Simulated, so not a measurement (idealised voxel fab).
This section sets out a process module, namely voxel ribs on slabs.
265 nm wide, 5 nm square cells: that's cross-section cut.
Think of the cross-section as a grid of square cells. We describe it in bands, top to bottom, and each band covers one or more rows of those cells.
Within each band entry, the heights of the top and of the bottom of the band appear first, in that order and in nm; the materials of the band then follow from left to right, each with its corresponding width in nm. The designation "edge to edge" on a single material indicates that it fills the band from edge to edge; the designation "empty" indicates empty space.
Heights are expressed relative to 0, this being the level below which the as-received wafer comprises one material exclusively. The lowest band is unbounded in the downward direction and is denoted as in "z 0 and below".
With a width like "30->40", each row of cells in the band differs from the next by the same amount, the top row carrying the first number and the bottom row the second.
The cross-section has no changed cell in any step marked "nothing was modified".
"Internal closed voids" enumerates empty spaces isolated from the top, with no open way to it, that contain at least 8 cells, giving each as width x height at distance from the left edge, all three in nm.
Where a step's line continues beyond its settings, the continuation is a remark by the simulator itself on that step.
"overlay nm" denotes, for a step that has a mask, the displacement of the mask to the right of its planned place, with negative values corresponding to the left.
## Below is the list of planned process steps
- 1: RECEIVE (material Si)
- 2: DIRECTIONAL_DEP (material SiO2; thk nm 25)
- 3: DIRECTIONAL_DEP (material SiN; thk nm 20)
- 4: MASKED_ETCH (tone cover; mask id RIB; width nm 20; etch materials SiN; depth nm 15; overlay nm 0)
- 5: PATTERN (tone cover; mask id SLAB; material resist; width nm 60; thk nm 15; overlay nm 0)
- 6: DIRECTIONAL_ETCH (etch materials SiN; depth nm 5)
- 7: STRIP (etch materials resist)
- 8: FILL_DEP (material SiO2; thk nm 30)
- 9: CMP (height nm 65)
- 10: DIRECTIONAL_DEP (material W; thk nm 10)
- 11: PATTERN (tone cover; mask id HEATER; material resist; width nm 30; thk nm 20; overlay nm 0)
- 12: DIRECTIONAL_ETCH (etch materials W; depth nm 10)
- 13: STRIP (etch materials resist)
- 14: CONFORMAL_DEP (material SiO2; thk nm 10)
## Wafer cross-section on receipt, i.e. after step 1
	z 0 and below = Si edge to edge
	Internal closed voids: none
## Look at the cross-section after the module: the wafer started out the way shown above and the plan was the one shown above, yet one mistake was made along the way
	z 85 to 75 = 105 empty  50 SiO2  110 empty
	z 75 to 65 = 115 SiO2  30 W  120 SiO2
	z 65 to 45 = SiO2 edge to edge
	z 45 to 40 = 100 SiO2  20 SiN  20 SiO2  20 SiN  105 SiO2
	z 40 to 30 = 120 SiN  20 SiO2  125 SiN
	z 30 to 25 = SiN edge to edge
	z 25 to 0 = SiO2 edge to edge
	z 0 and below = Si edge to edge
	Internal closed voids: none
Diagnosis: so step 4 ended up running with a different setting than we planned, it ran as MASKED_ETCH (tone open; mask id RIB; width nm 20; etch materials SiN; depth nm 15; overlay nm 0)
